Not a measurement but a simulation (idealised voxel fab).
process module | voxel transistor to metal
cross-section cut | 180 nm wide | cells 5 nm
A cross-section is a grid of square cells, given in bands from the top down. A band is one or more rows of cells.
Each band's line starts with the height of the band's top and of its bottom, in nm. Then come its materials from left to right, each with its width in nm. One material with "throughout" fills the band from edge to edge. "air" is empty space.
Height 0 is the level under which the wafer as received is all one material. The lowest band goes on downwards, as in "0 down".
A width such as "30 to 40" changes by the same amount from each row of cells to the next, from the band's top row to its bottom row.
"no change" after a step means that no cell of the cross-section changed.
closed voids: empty space of 8 cells or more with no open way to the top, each as width x height at its distance from the left edge, in nm
after a step's settings: what the simulator itself notes on the step
overlay nm, on a step with a mask: how far to the right of its planned place the mask lay; to the left if negative
plan
1 op RECEIVE | material Si
2 op OXIDIZE | depth nm 5
3 op CONFORMAL_DEP | material SiN | thk nm 15
4 op DIRECTIONAL_DEP | material aC | thk nm 10
5 op PATTERN | tone cover | mask id ACTIVE | material resist | width nm 100 | thk nm 25 | overlay nm 0
6 op DIRECTIONAL_ETCH | etch materials aC | depth nm 10
7 op STRIP | etch materials resist
8 op DIRECTIONAL_ETCH | etch materials SiN | depth nm 15
9 op DIRECTIONAL_ETCH | etch materials SiO2 | depth nm 5
10 op DIRECTIONAL_ETCH | etch materials Si | depth nm 30
11 op STRIP | etch materials aC
12 op FILL_DEP | material SiO2 | thk nm 5
13 op CMP | height nm 15
14 op SELECTIVE_ETCH | etch materials SiO2 | depth nm 15
15 op STRIP | etch materials SiN
16 op SELECTIVE_ETCH | etch materials SiO2 | depth nm 5
17 op OXIDIZE | depth nm 5
18 op DIRECTIONAL_DEP | material polySi | thk nm 30
19 op DIRECTIONAL_DEP | material SiCN | thk nm 15
20 op PATTERN | tone cover | mask id GATE | material resist | width nm 20 | thk nm 20 | overlay nm 0
21 op DIRECTIONAL_ETCH | etch materials SiCN | depth nm 25
22 op DIRECTIONAL_ETCH | etch materials polySi | depth nm 40
23 op STRIP | etch materials resist
24 op CONFORMAL_DEP | material SiO2 | thk nm 5
25 op DIRECTIONAL_ETCH | etch materials SiO2 | depth nm 5
26 op CONFORMAL_DEP | material SiN | thk nm 10
27 op DIRECTIONAL_ETCH | etch materials SiN | depth nm 10
28 op DIRECTIONAL_ETCH | etch materials SiO2 | depth nm 5
29 op EPI | material SiGe | thk nm 5
30 op FILL_DEP | material SiO2 | thk nm 10
31 op CMP | height nm 40
32 op DIRECTIONAL_DEP | material SiO2 | thk nm 15
33 op MASKED_ETCH | tone open | mask id CONTACT | width nm 30 | pitch nm 60 | etch materials SiO2 | depth nm 60 | overlay nm 0
34 op CONFORMAL_DEP | material TiN | thk nm 5
35 op FILL_DEP | material W | thk nm 10
36 op CMP | height nm 55
37 op CONFORMAL_DEP | material SiCN | thk nm 5
38 op DIRECTIONAL_DEP | material lowk | thk nm 20
39 op MASKED_ETCH | tone open | mask id METAL_1 | width nm 15 | pitch nm 75 | etch materials lowk | depth nm 20 | overlay nm 0
40 op MASKED_ETCH | tone open | mask id METAL_1 | width nm 15 | pitch nm 75 | etch materials SiCN | depth nm 5 | overlay nm 0
41 op CONFORMAL_DEP | material TiN | thk nm 5
42 op FILL_DEP | material Cu | thk nm 5
43 op CMP | height nm 80
44 op EPI | material Ru | thk nm 5
45 op FILL_DEP | material SiCN | thk nm 5
46 op DIRECTIONAL_DEP | material lowk | thk nm 30
47 op MASKED_ETCH | tone open | mask id METAL_2 | width nm 15 | pitch nm 75 | etch materials lowk | depth nm 15 | overlay nm 0
48 op PATTERN | tone open | mask id METAL_2_HOLES | material resist | width nm 15 | pitch nm 75 | thk nm 20 | overlay nm 0
49 op DIRECTIONAL_ETCH | etch materials lowk | depth nm 15
50 op DIRECTIONAL_ETCH | etch materials SiCN | depth nm 5
51 op STRIP | etch materials resist
52 op CONFORMAL_DEP | material TiN | thk nm 5
53 op FILL_DEP | material Cu | thk nm 10
54 op CMP | height nm 120
55 op CONFORMAL_DEP | material SiCN | thk nm 5
first wafer, as planned
as received, after step 1
  0 down: Si throughout
  closed voids: none
after step 2
  0 to -5: SiO2 throughout
  below -5: unchanged
after step 3
  15 to 0: SiN throughout
  below 0: unchanged
after step 4
  25 to 15: aC throughout
  below 15: unchanged
after step 5
  50 to 25: air 40 | resist 100 | air 40
  below 25: unchanged
after step 6
  40 to 25: air 40 | resist 100 | air 40
  25 to 15: air 40 | aC 100 | air 40
  below 15: unchanged
after step 7
  25 to 15: air 40 | aC 100 | air 40
  below 15: unchanged
after step 8
  25 to 15: air 40 | aC 100 | air 40
  15 to 0: air 40 | SiN 100 | air 40
  below 0: unchanged
after step 9
  25 to 15: air 40 | aC 100 | air 40
  15 to 0: air 40 | SiN 100 | air 40
  0 to -5: air 40 | SiO2 100 | air 40
  below -5: unchanged
after step 10
  25 to 15: air 40 | aC 100 | air 40
  15 to 0: air 40 | SiN 100 | air 40
  0 to -5: air 40 | SiO2 100 | air 40
  -5 to -35: air 40 | Si 100 | air 40
  below -35: unchanged
after step 11
  15 to 0: air 40 | SiN 100 | air 40
  below 0: unchanged
after step 12
  20 to 15: SiO2 throughout
  15 to 0: SiO2 40 | SiN 100 | SiO2 40
  0 to -5: SiO2 throughout
  -5 to -35: SiO2 40 | Si 100 | SiO2 40
  below -35: unchanged
after step 13
  15 to 0: SiO2 40 | SiN 100 | SiO2 40
  below 0: unchanged
after step 14
  15 to 0: air 40 | SiN 100 | air 40
  below 0: unchanged
after step 15
  0 to -5: SiO2 throughout
  below -5: unchanged
after step 16
  -5 to -35: SiO2 40 | Si 100 | SiO2 40
  below -35: unchanged
after step 17
  -5 to -10: SiO2 throughout
  below -10: unchanged
after step 18
  25 to -5: polySi throughout
  below -5: unchanged
after step 19
  40 to 25: SiCN throughout
  below 25: unchanged
after step 20
  60 to 40: air 80 | resist 20 | air 80
  below 40: unchanged
after step 21
  60 to 40: air 80 | resist 20 | air 80
  40 to 25: air 80 | SiCN 20 | air 80
  below 25: unchanged
after step 22
  60 to 40: air 80 | resist 20 | air 80
  40 to 25: air 80 | SiCN 20 | air 80
  25 to -5: air 80 | polySi 20 | air 80
  below -5: unchanged
after step 23
  40 to 25: air 80 | SiCN 20 | air 80
  below 25: unchanged
after step 24
  45 to 40: air 75 | SiO2 30 | air 75
  40 to 25: air 75 | SiO2 5 | SiCN 20 | SiO2 5 | air 75
  25 to 0: air 75 | SiO2 5 | polySi 20 | SiO2 5 | air 75
  0 to -5: SiO2 80 | polySi 20 | SiO2 80
  below -5: unchanged
after step 25
  40 to 25: air 75 | SiO2 5 | SiCN 20 | SiO2 5 | air 75
  25 to -5: air 75 | SiO2 5 | polySi 20 | SiO2 5 | air 75
  below -5: unchanged
after step 26
  50 to 40: air 65 | SiN 50 | air 65
  40 to 25: air 65 | SiN 10 | SiO2 5 | SiCN 20 | SiO2 5 | SiN 10 | air 65
  25 to 5: air 65 | SiN 10 | SiO2 5 | polySi 20 | SiO2 5 | SiN 10 | air 65
  5 to -5: SiN 75 | SiO2 5 | polySi 20 | SiO2 5 | SiN 75
  below -5: unchanged
after step 27
  40 to 25: air 65 | SiN 10 | SiO2 5 | SiCN 20 | SiO2 5 | SiN 10 | air 65
  25 to -5: air 65 | SiN 10 | SiO2 5 | polySi 20 | SiO2 5 | SiN 10 | air 65
  below -5: unchanged
after step 28
  40 to 35: air 65 | SiN 10 | air 5 | SiCN 20 | air 5 | SiN 10 | air 65
  35 to 25: air 65 | SiN 10 | SiO2 5 | SiCN 20 | SiO2 5 | SiN 10 | air 65
  25 to -5: air 65 | SiN 10 | SiO2 5 | polySi 20 | SiO2 5 | SiN 10 | air 65
  -5 to -10: air 65 | SiO2 50 | air 65
  below -10: unchanged
after step 29
  40 to 35: air 65 | SiN 10 | air 5 | SiCN 20 | air 5 | SiN 10 | air 65
  35 to 25: air 65 | SiN 10 | SiO2 5 | SiCN 20 | SiO2 5 | SiN 10 | air 65
  25 to -5: air 65 | SiN 10 | SiO2 5 | polySi 20 | SiO2 5 | SiN 10 | air 65
  -5 to -10: air 35 | SiGe 30 | SiO2 50 | SiGe 30 | air 35
  below -10: unchanged
after step 30
  50 to 40: SiO2 throughout
  40 to 25: SiO2 65 | SiN 10 | SiO2 5 | SiCN 20 | SiO2 5 | SiN 10 | SiO2 65
  25 to -5: SiO2 65 | SiN 10 | SiO2 5 | polySi 20 | SiO2 5 | SiN 10 | SiO2 65
  -5 to -10: SiO2 35 | SiGe 30 | SiO2 50 | SiGe 30 | SiO2 35
  below -10: unchanged
after step 31
  40 to 25: SiO2 65 | SiN 10 | SiO2 5 | SiCN 20 | SiO2 5 | SiN 10 | SiO2 65
  below 25: unchanged
after step 32
  55 to 40: SiO2 throughout
  below 40: unchanged
after step 33
  55 to 40: SiO2 45 | air 30 | SiO2 30 | air 30 | SiO2 45
  40 to 25: SiO2 45 | air 20 | SiN 10 | SiO2 5 | SiCN 20 | SiO2 5 | SiN 10 | air 20 | SiO2 45
  25 to -5: SiO2 45 | air 20 | SiN 10 | SiO2 5 | polySi 20 | SiO2 5 | SiN 10 | air 20 | SiO2 45
  below -5: unchanged
after step 34
  60 to 55: TiN 50 | air 20 | TiN 40 | air 20 | TiN 50
  55 to 45: SiO2 45 | TiN 5 | air 20 | TiN 5 | SiO2 30 | TiN 5 | air 20 | TiN 5 | SiO2 45
  45 to 40: SiO2 45 | TiN 5 | air 10 | TiN 15 | SiO2 30 | TiN 15 | air 10 | TiN 5 | SiO2 45
  40 to 25: SiO2 45 | TiN 5 | air 10 | TiN 5 | SiN 10 | SiO2 5 | SiCN 20 | SiO2 5 | SiN 10 | TiN 5 | air 10 | TiN 5 | SiO2 45
  25 to 0: SiO2 45 | TiN 5 | air 10 | TiN 5 | SiN 10 | SiO2 5 | polySi 20 | SiO2 5 | SiN 10 | TiN 5 | air 10 | TiN 5 | SiO2 45
  0 to -5: SiO2 45 | TiN 20 | SiN 10 | SiO2 5 | polySi 20 | SiO2 5 | SiN 10 | TiN 20 | SiO2 45
  below -5: unchanged
after step 35
  70 to 60: W throughout
  60 to 55: TiN 50 | W 20 | TiN 40 | W 20 | TiN 50
  55 to 45: SiO2 45 | TiN 5 | W 20 | TiN 5 | SiO2 30 | TiN 5 | W 20 | TiN 5 | SiO2 45
  45 to 40: SiO2 45 | TiN 5 | W 10 | TiN 15 | SiO2 30 | TiN 15 | W 10 | TiN 5 | SiO2 45
  40 to 25: SiO2 45 | TiN 5 | W 10 | TiN 5 | SiN 10 | SiO2 5 | SiCN 20 | SiO2 5 | SiN 10 | TiN 5 | W 10 | TiN 5 | SiO2 45
  25 to 0: SiO2 45 | TiN 5 | W 10 | TiN 5 | SiN 10 | SiO2 5 | polySi 20 | SiO2 5 | SiN 10 | TiN 5 | W 10 | TiN 5 | SiO2 45
  below 0: unchanged
after step 36
  55 to 45: SiO2 45 | TiN 5 | W 20 | TiN 5 | SiO2 30 | TiN 5 | W 20 | TiN 5 | SiO2 45
  below 45: unchanged
after step 37
  60 to 55: SiCN throughout
  below 55: unchanged
after step 38
  80 to 60: lowk throughout
  below 60: unchanged
after step 39
  80 to 60: lowk 45 | air 15 | lowk 60 | air 15 | lowk 45
  below 60: unchanged
after step 40
  80 to 60: lowk 45 | air 15 | lowk 60 | air 15 | lowk 45
  60 to 55: SiCN 45 | air 15 | SiCN 60 | air 15 | SiCN 45
  below 55: unchanged
after step 41
  85 to 80: TiN 50 | air 5 | TiN 70 | air 5 | TiN 50
  80 to 60: lowk 45 | TiN 5 | air 5 | TiN 5 | lowk 60 | TiN 5 | air 5 | TiN 5 | lowk 45
  60 to 55: SiCN 45 | TiN 15 | SiCN 60 | TiN 15 | SiCN 45
  below 55: unchanged
after step 42
  90 to 85: Cu throughout
  85 to 80: TiN 50 | Cu 5 | TiN 70 | Cu 5 | TiN 50
  80 to 60: lowk 45 | TiN 5 | Cu 5 | TiN 5 | lowk 60 | TiN 5 | Cu 5 | TiN 5 | lowk 45
  below 60: unchanged
after step 43
  80 to 60: lowk 45 | TiN 5 | Cu 5 | TiN 5 | lowk 60 | TiN 5 | Cu 5 | TiN 5 | lowk 45
  below 60: unchanged
after step 44
  85 to 80: air 40 | Ru 25 | air 50 | Ru 25 | air 40
  below 80: unchanged
after step 45
  90 to 85: SiCN throughout
  85 to 80: SiCN 40 | Ru 25 | SiCN 50 | Ru 25 | SiCN 40
  below 80: unchanged
after step 46
  120 to 90: lowk throughout
  below 90: unchanged
after step 47
  120 to 105: lowk 45 | air 15 | lowk 60 | air 15 | lowk 45
  below 105: unchanged
after step 48
  140 to 120: resist 45 | air 15 | resist 60 | air 15 | resist 45
  below 120: unchanged
after step 49
  140 to 120: resist 45 | air 15 | resist 60 | air 15 | resist 45
  120 to 90: lowk 45 | air 15 | lowk 60 | air 15 | lowk 45
  below 90: unchanged
after step 50
  140 to 120: resist 45 | air 15 | resist 60 | air 15 | resist 45
  120 to 90: lowk 45 | air 15 | lowk 60 | air 15 | lowk 45
  90 to 85: SiCN 45 | air 15 | SiCN 60 | air 15 | SiCN 45
  below 85: unchanged
after step 51
  120 to 90: lowk 45 | air 15 | lowk 60 | air 15 | lowk 45
  below 90: unchanged
after step 52
  125 to 120: TiN 50 | air 5 | TiN 70 | air 5 | TiN 50
  120 to 90: lowk 45 | TiN 5 | air 5 | TiN 5 | lowk 60 | TiN 5 | air 5 | TiN 5 | lowk 45
  90 to 85: SiCN 45 | TiN 15 | SiCN 60 | TiN 15 | SiCN 45
  below 85: unchanged
after step 53
  135 to 125: Cu throughout
  125 to 120: TiN 50 | Cu 5 | TiN 70 | Cu 5 | TiN 50
  120 to 90: lowk 45 | TiN 5 | Cu 5 | TiN 5 | lowk 60 | TiN 5 | Cu 5 | TiN 5 | lowk 45
  below 90: unchanged
after step 54
  120 to 90: lowk 45 | TiN 5 | Cu 5 | TiN 5 | lowk 60 | TiN 5 | Cu 5 | TiN 5 | lowk 45
  below 90: unchanged
after step 55
  125 to 120: SiCN throughout
  below 120: unchanged
second wafer: like start, like plan, one mistake. Through step 34 it matches the first wafer
when step 35 should have ended
  70 to 60: lowk throughout
  60 to 55: TiN 50 | lowk 20 | TiN 40 | lowk 20 | TiN 50
  55 to 45: SiO2 45 | TiN 5 | lowk 20 | TiN 5 | SiO2 30 | TiN 5 | lowk 20 | TiN 5 | SiO2 45
  45 to 40: SiO2 45 | TiN 5 | lowk 10 | TiN 15 | SiO2 30 | TiN 15 | lowk 10 | TiN 5 | SiO2 45
  40 to 25: SiO2 45 | TiN 5 | lowk 10 | TiN 5 | SiN 10 | SiO2 5 | SiCN 20 | SiO2 5 | SiN 10 | TiN 5 | lowk 10 | TiN 5 | SiO2 45
  25 to 0: SiO2 45 | TiN 5 | lowk 10 | TiN 5 | SiN 10 | SiO2 5 | polySi 20 | SiO2 5 | SiN 10 | TiN 5 | lowk 10 | TiN 5 | SiO2 45
  below 0: unchanged
when step 36 should have ended
  55 to 45: SiO2 45 | TiN 5 | lowk 20 | TiN 5 | SiO2 30 | TiN 5 | lowk 20 | TiN 5 | SiO2 45
  below 45: unchanged
when step 37 should have ended
  60 to 55: SiCN throughout
  below 55: unchanged
when step 38 should have ended
  80 to 60: lowk throughout
  below 60: unchanged
when step 39 should have ended
  80 to 60: lowk 45 | air 15 | lowk 60 | air 15 | lowk 45
  below 60: unchanged
when step 40 should have ended
  80 to 60: lowk 45 | air 15 | lowk 60 | air 15 | lowk 45
  60 to 55: SiCN 45 | air 15 | SiCN 60 | air 15 | SiCN 45
  below 55: unchanged
when step 41 should have ended
  85 to 80: TiN 50 | air 5 | TiN 70 | air 5 | TiN 50
  80 to 60: lowk 45 | TiN 5 | air 5 | TiN 5 | lowk 60 | TiN 5 | air 5 | TiN 5 | lowk 45
  60 to 55: SiCN 45 | TiN 15 | SiCN 60 | TiN 15 | SiCN 45
  below 55: unchanged
when step 42 should have ended
  90 to 85: Cu throughout
  85 to 80: TiN 50 | Cu 5 | TiN 70 | Cu 5 | TiN 50
  80 to 60: lowk 45 | TiN 5 | Cu 5 | TiN 5 | lowk 60 | TiN 5 | Cu 5 | TiN 5 | lowk 45
  below 60: unchanged
when step 43 should have ended
  80 to 60: lowk 45 | TiN 5 | Cu 5 | TiN 5 | lowk 60 | TiN 5 | Cu 5 | TiN 5 | lowk 45
  below 60: unchanged
when step 44 should have ended
  85 to 80: air 40 | Ru 25 | air 50 | Ru 25 | air 40
  below 80: unchanged
when step 45 should have ended
  90 to 85: SiCN throughout
  85 to 80: SiCN 40 | Ru 25 | SiCN 50 | Ru 25 | SiCN 40
  below 80: unchanged
when step 46 should have ended
  120 to 90: lowk throughout
  below 90: unchanged
when step 47 should have ended
  120 to 105: lowk 45 | air 15 | lowk 60 | air 15 | lowk 45
  below 105: unchanged
when step 48 should have ended
  140 to 120: resist 45 | air 15 | resist 60 | air 15 | resist 45
  below 120: unchanged
when step 49 should have ended
  140 to 120: resist 45 | air 15 | resist 60 | air 15 | resist 45
  120 to 90: lowk 45 | air 15 | lowk 60 | air 15 | lowk 45
  below 90: unchanged
when step 50 should have ended
  140 to 120: resist 45 | air 15 | resist 60 | air 15 | resist 45
  120 to 90: lowk 45 | air 15 | lowk 60 | air 15 | lowk 45
  90 to 85: SiCN 45 | air 15 | SiCN 60 | air 15 | SiCN 45
  below 85: unchanged
when step 51 should have ended
  120 to 90: lowk 45 | air 15 | lowk 60 | air 15 | lowk 45
  below 90: unchanged
when step 52 should have ended
  125 to 120: TiN 50 | air 5 | TiN 70 | air 5 | TiN 50
  120 to 90: lowk 45 | TiN 5 | air 5 | TiN 5 | lowk 60 | TiN 5 | air 5 | TiN 5 | lowk 45
  90 to 85: SiCN 45 | TiN 15 | SiCN 60 | TiN 15 | SiCN 45
  below 85: unchanged
when step 53 should have ended
  135 to 125: Cu throughout
  125 to 120: TiN 50 | Cu 5 | TiN 70 | Cu 5 | TiN 50
  120 to 90: lowk 45 | TiN 5 | Cu 5 | TiN 5 | lowk 60 | TiN 5 | Cu 5 | TiN 5 | lowk 45
  below 90: unchanged
when step 54 should have ended
  120 to 90: lowk 45 | TiN 5 | Cu 5 | TiN 5 | lowk 60 | TiN 5 | Cu 5 | TiN 5 | lowk 45
  below 90: unchanged
when step 55 should have ended
  125 to 120: SiCN throughout
  below 120: unchanged
what went wrong: step 35 ran as: op FILL_DEP | material lowk | thk nm 10
at the end the second wafer has, in cells: 52 fewer of W | 52 more of lowk
